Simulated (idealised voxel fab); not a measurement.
process module | voxel transistor to metal
Shown is cross-section cut, with a width of 295 nm and square cells of size 5 nm.
Cross-section, as written here: a square-cell grid given band by band from the top down, where a band holds one or more rows of cells.
This entry defines a band. It first specifies the height of the band's top and the height of its bottom in nm, and then specifies the band's materials from left to right, stating each material with its width in nm. The word "all across" identifies a single material that fills the band from edge to edge, while the word "air" identifies empty space.
Ref level 0: as-received wafer is one material below here. Bottom band extends down with no lower bound ("0..down").
Width "30 to 40": first value at the band's top row of cells, second value at its bottom row, equal change from row to row.
Basically "identical to before" means that step didn't change any cell in the cross-section.
Closed-off voids of 8+ cells (no open route to the top) go in "Unvented voids", written width x height at distance from the left edge, in nm.
If you see something after the settings on a step's line, that's the simulator's own remark about that step.
overlay nm: right-of-plan distance of the mask on a masked step; negative values mean left-of-plan.

## Process steps - plan
step 1: RECEIVE with material Si
step 2: OXIDIZE with depth nm 5
step 3: CONFORMAL_DEP with material SiN, thk nm 10
step 4: MASKED_ETCH with tone cover, mask id ACTIVE, width nm 90, pitch nm 110, etch materials SiN, depth nm 10, overlay nm 0
step 5: MASKED_ETCH with tone cover, mask id ACTIVE, width nm 90, pitch nm 110, etch materials SiO2, depth nm 5, overlay nm 0
step 6: MASKED_ETCH with tone cover, mask id ACTIVE, width nm 90, pitch nm 110, etch materials Si, depth nm 25, overlay nm 0
step 7: FILL_DEP with material SiO2, thk nm 15
step 8: CMP with height nm 10
step 9: SELECTIVE_ETCH with etch materials SiO2, depth nm 10
step 10: STRIP with etch materials SiN
step 11: SELECTIVE_ETCH with etch materials SiO2, depth nm 5
step 12: OXIDIZE with depth nm 5
step 13: DIRECTIONAL_DEP with material polySi, thk nm 25
step 14: DIRECTIONAL_DEP with material SiCN, thk nm 10
step 15: MASKED_ETCH with tone cover, mask id GATE, width nm 20, pitch nm 110, etch materials SiCN, depth nm 20, overlay nm 0
step 16: MASKED_ETCH with tone cover, mask id GATE, width nm 20, pitch nm 110, etch materials polySi, depth nm 35, overlay nm 0
step 17: CONFORMAL_DEP with material SiO2, thk nm 5
step 18: DIRECTIONAL_ETCH with etch materials SiO2, depth nm 5
step 19: CONFORMAL_DEP with material SiN, thk nm 10
step 20: DIRECTIONAL_ETCH with etch materials SiN, depth nm 10
step 21: DIRECTIONAL_ETCH with etch materials SiO2, depth nm 5
step 22: DIRECTIONAL_ETCH with etch materials Si, depth nm 5
step 23: EPI with material SiGe, thk nm 10
step 24: FILL_DEP with material SiO2, thk nm 5
step 25: CMP with height nm 30
step 26: DIRECTIONAL_DEP with material SiO2, thk nm 10
step 27: PATTERN with tone open, mask id CONTACT, material resist, width nm 15, thk nm 20, overlay nm 0
step 28: DIRECTIONAL_ETCH with etch materials SiO2, depth nm 45
step 29: STRIP with etch materials resist
step 30: CONFORMAL_DEP with material TiN, thk nm 5
step 31: FILL_DEP with material W, thk nm 5
step 32: CMP with height nm 40
step 33: DIRECTIONAL_DEP with material TiN, thk nm 5
step 34: DIRECTIONAL_DEP with material Ru, thk nm 25
step 35: MASKED_ETCH with tone cover, mask id METAL_1, width nm 15, etch materials Ru, depth nm 25, overlay nm 0
step 36: MASKED_ETCH with tone cover, mask id METAL_1, width nm 15, etch materials TiN, depth nm 5, overlay nm 0
step 37: FILL_DEP with material SiO2, thk nm 5
step 38: CMP with height nm 70
step 39: CONFORMAL_DEP with material SiCN, thk nm 5
step 40: DIRECTIONAL_DEP with material SiO2, thk nm 30
step 41: DIRECTIONAL_DEP with material aC, thk nm 10
step 42: PATTERN with tone open, mask id METAL_2, material resist, width nm 15, pitch nm 110, thk nm 25, overlay nm 0
step 43: DIRECTIONAL_ETCH with etch materials aC, depth nm 10
step 44: STRIP with etch materials resist
step 45: DIRECTIONAL_ETCH with etch materials SiO2, depth nm 15
step 46: STRIP with etch materials aC
step 47: MASKED_ETCH with tone open, mask id METAL_2_HOLES, width nm 15, pitch nm 110, etch materials SiO2, depth nm 15, overlay nm 0
step 48: MASKED_ETCH with tone open, mask id METAL_2_HOLES, width nm 15, pitch nm 110, etch materials SiCN, depth nm 5, overlay nm 0
step 49: CONFORMAL_DEP with material TiN, thk nm 5
step 50: FILL_DEP with material Ru, thk nm 10
step 51: CMP with height nm 105
step 52: CONFORMAL_DEP with material SiN, thk nm 5

## Delivered wafer in cross-section: state after step 1
	0..down: Si all across
	Unvented voids: none

## The following cross-section depicts the wafer upon conclusion of the module. Processing commenced from the starting condition illustrated above and adhered to the plan illustrated above, save for one mistake in execution
	110..105: SiN all across
	105..75: SiO2 50 nm, then TiN 5 nm, then Ru 5 nm, then TiN 5 nm, then SiO2 95 nm, then TiN 5 nm, then Ru 5 nm, then TiN 5 nm, then SiO2 120 nm
	75..70: SiCN 50 nm, then TiN 15 nm, then SiCN 95 nm, then TiN 15 nm, then SiCN 120 nm
	70..45: SiO2 50 nm, then Ru 15 nm, then SiO2 50 nm, then Ru 15 nm, then SiO2 30 nm, then Ru 15 nm, then SiO2 50 nm, then Ru 15 nm, then SiO2 55 nm
	45..40: SiO2 50 nm, then TiN 15 nm, then SiO2 50 nm, then TiN 15 nm, then SiO2 30 nm, then TiN 15 nm, then SiO2 50 nm, then TiN 15 nm, then SiO2 55 nm
	40..35: SiO2 50 nm, then TiN 5 nm, then W 5 nm, then TiN 5 nm, then SiO2 50 nm, then TiN 5 nm, then W 5 nm, then TiN 5 nm, then SiO2 30 nm, then TiN 5 nm, then W 5 nm, then TiN 5 nm, then SiO2 50 nm, then TiN 5 nm, then W 5 nm, then TiN 5 nm, then SiO2 55 nm
	35..30: SiO2 50 nm, then TiN 5 nm, then W 5 nm, then TiN 5 nm, then SiO2 50 nm, then TiN 15 nm, then SiO2 30 nm, then TiN 5 nm, then W 5 nm, then TiN 5 nm, then SiO2 50 nm, then TiN 15 nm, then SiO2 55 nm
	30..20: SiO2 50 nm, then TiN 5 nm, then W 5 nm, then TiN 5 nm, then SiO2 5 nm, then SiN 10 nm, then SiO2 5 nm, then SiCN 20 nm, then SiO2 5 nm, then SiN 10 nm, then TiN 10 nm, then SiO2 30 nm, then TiN 5 nm, then W 5 nm, then TiN 5 nm, then SiO2 5 nm, then SiN 10 nm, then SiO2 5 nm, then SiCN 20 nm, then SiO2 5 nm, then SiN 10 nm, then TiN 10 nm, then SiO2 55 nm
	20..5: SiO2 50 nm, then TiN 5 nm, then W 5 nm, then TiN 5 nm, then SiN 10 nm, then SiO2 5 nm, then polySi 25 nm, then SiO2 5 nm, then SiN 10 nm, then TiN 10 nm, then SiO2 30 nm, then TiN 5 nm, then W 5 nm, then TiN 5 nm, then SiN 10 nm, then SiO2 5 nm, then polySi 25 nm, then SiO2 5 nm, then SiN 10 nm, then TiN 10 nm, then SiO2 55 nm
	5..0: SiO2 50 nm, then TiN 15 nm, then SiN 10 nm, then SiO2 5 nm, then polySi 25 nm, then SiO2 5 nm, then SiN 10 nm, then TiN 10 nm, then SiO2 30 nm, then TiN 15 nm, then SiN 10 nm, then SiO2 5 nm, then polySi 25 nm, then SiO2 5 nm, then SiN 10 nm, then TiN 10 nm, then SiO2 55 nm
	0..-5: SiO2 50 nm, then TiN 5 nm, then SiGe 10 nm, then SiN 10 nm, then SiO2 5 nm, then polySi 25 nm, then SiO2 5 nm, then SiN 10 nm, then SiGe 10 nm, then SiO2 30 nm, then TiN 5 nm, then SiGe 10 nm, then SiN 10 nm, then SiO2 5 nm, then polySi 25 nm, then SiO2 5 nm, then SiN 10 nm, then SiGe 10 nm, then SiO2 55 nm
	-5..-10: SiO2 40 nm, then SiGe 25 nm, then SiO2 55 nm, then SiGe 20 nm, then SiO2 10 nm, then SiGe 25 nm, then SiO2 55 nm, then SiGe 20 nm, then SiO2 45 nm
	-10..-15: SiO2 45 nm, then SiGe 20 nm, then Si 55 nm, then SiGe 15 nm, then SiO2 20 nm, then SiGe 20 nm, then Si 55 nm, then SiGe 15 nm, then SiO2 50 nm
	-15..-30: SiO2 45 nm, then Si 90 nm, then SiO2 20 nm, then Si 90 nm, then SiO2 50 nm
	-30..down: Si all across
	Unvented voids: none
Short version of what went wrong: for step 15, the planned setting was not used; the step was instead run as MASKED_ETCH with tone cover, mask id GATE, width nm 20, pitch nm 110, etch materials SiCN, depth nm 20, overlay nm 5
